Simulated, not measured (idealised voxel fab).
The process module presented herein is designated voxel gate over fins.
Cross-sectional view cut (width: 190 nm; square cell size: 5 nm).
Cross-section format: a grid of square cells, given as bands from top to bottom; each band is one or more rows of cells.
Top, bottom (nm), then materials left to right with widths (nm); lone material tagged "throughout" fills the whole band edge to edge; "empty" = empty space.
Height datum 0, below which the as-received substrate wafer is one material. Lowest band open at the bottom, running downward: "from 0 down".
Think of "30..40" as a width that walks from the first number to the second as you go down the band, top row to bottom row, taking equal-sized steps from row to row.
Step marked "no modifications"? Then no cell in the cross-section changed in it.
"Closed void register" means: voids of 8 cells or more that are shut off from the top with no open way through. Written width x height at distance, distance from the left edge, in nm.
Anything after a step's settings on that line? It's the simulator's own note about the step.
The "overlay nm" setting may appear on a step's line; for a step that uses a mask, it gives how far to the right of its planned position the mask lay, and a negative value indicates the left.

**Planned process steps**
1: RECEIVE,material Si
2: CONFORMAL_DEP,material SiN,thk nm 5
3: DIRECTIONAL_DEP,material aC,thk nm 15
4: PATTERN,tone cover,mask id FINS,material resist,width nm 15,pitch nm 40,thk nm 30,overlay nm 0
5: DIRECTIONAL_ETCH,etch materials aC,depth nm 15
6: STRIP,etch materials resist
7: DIRECTIONAL_ETCH,etch materials SiN,depth nm 5
8: DIRECTIONAL_ETCH,etch materials Si,depth nm 35
9: STRIP,etch materials aC
10: FILL_DEP,material SiO2,thk nm 15
11: CMP,height nm 5
12: SELECTIVE_ETCH,etch materials SiO2,depth nm 15
13: STRIP,etch materials SiN
14: CONFORMAL_DEP,material HfO2,thk nm 5
15: CONFORMAL_DEP,material TiN,thk nm 5
16: FILL_DEP,material W,thk nm 15
17: CMP,height nm 20
18: CONFORMAL_DEP,material SiN,thk nm 10

**Received-state cross-section, reflecting completion of step 1**
- from 0 down  Si throughout
- Closed void register: none

**First wafer of two, sectioned at end of module; run went per plan**
- from 30 to 20  SiN throughout
- from 20 to 10  W throughout
- from 10 to 5  W 55 nm  TiN 35 nm  W 5 nm  TiN 35 nm  W 60 nm
- from 5 to 0  W 55 nm  TiN 5 nm  HfO2 25 nm  TiN 5 nm  W 5 nm  TiN 5 nm  HfO2 25 nm  TiN 5 nm  W 60 nm
- from 0 to -5  TiN 60 nm  HfO2 5 nm  Si 15 nm  HfO2 5 nm  TiN 15 nm  HfO2 5 nm  Si 15 nm  HfO2 5 nm  TiN 65 nm
- from -5 to -10  HfO2 65 nm  Si 15 nm  HfO2 25 nm  Si 15 nm  HfO2 70 nm
- from -10 to -35  SiO2 65 nm  Si 15 nm  SiO2 25 nm  Si 15 nm  SiO2 70 nm
- from -35 down  Si throughout
- Closed void register: none

**Cross-section, wafer two of two, end of module: same start and plan as wafer one, one error in execution**
- from 30 to 20  SiN throughout
- from 20 to 10  W throughout
- from 10 to 5  W 60 nm  TiN 35 nm  W 5 nm  TiN 35 nm  W 55 nm
- from 5 to 0  W 60 nm  TiN 5 nm  HfO2 25 nm  TiN 5 nm  W 5 nm  TiN 5 nm  HfO2 25 nm  TiN 5 nm  W 55 nm
- from 0 to -5  TiN 65 nm  HfO2 5 nm  Si 15 nm  HfO2 5 nm  TiN 15 nm  HfO2 5 nm  Si 15 nm  HfO2 5 nm  TiN 60 nm
- from -5 to -10  HfO2 70 nm  Si 15 nm  HfO2 25 nm  Si 15 nm  HfO2 65 nm
- from -10 to -35  SiO2 70 nm  Si 15 nm  SiO2 25 nm  Si 15 nm  SiO2 65 nm
- from -35 down  Si throughout
- Closed void register: none
What was done differently from what was planned? step 4 deviated from plan and actually ran as PATTERN,tone cover,mask id FINS,material resist,width nm 15,pitch nm 40,thk nm 30,overlay nm 5
At the close, every material occupies the same number of cells on the second wafer as on the first, only in different positions.
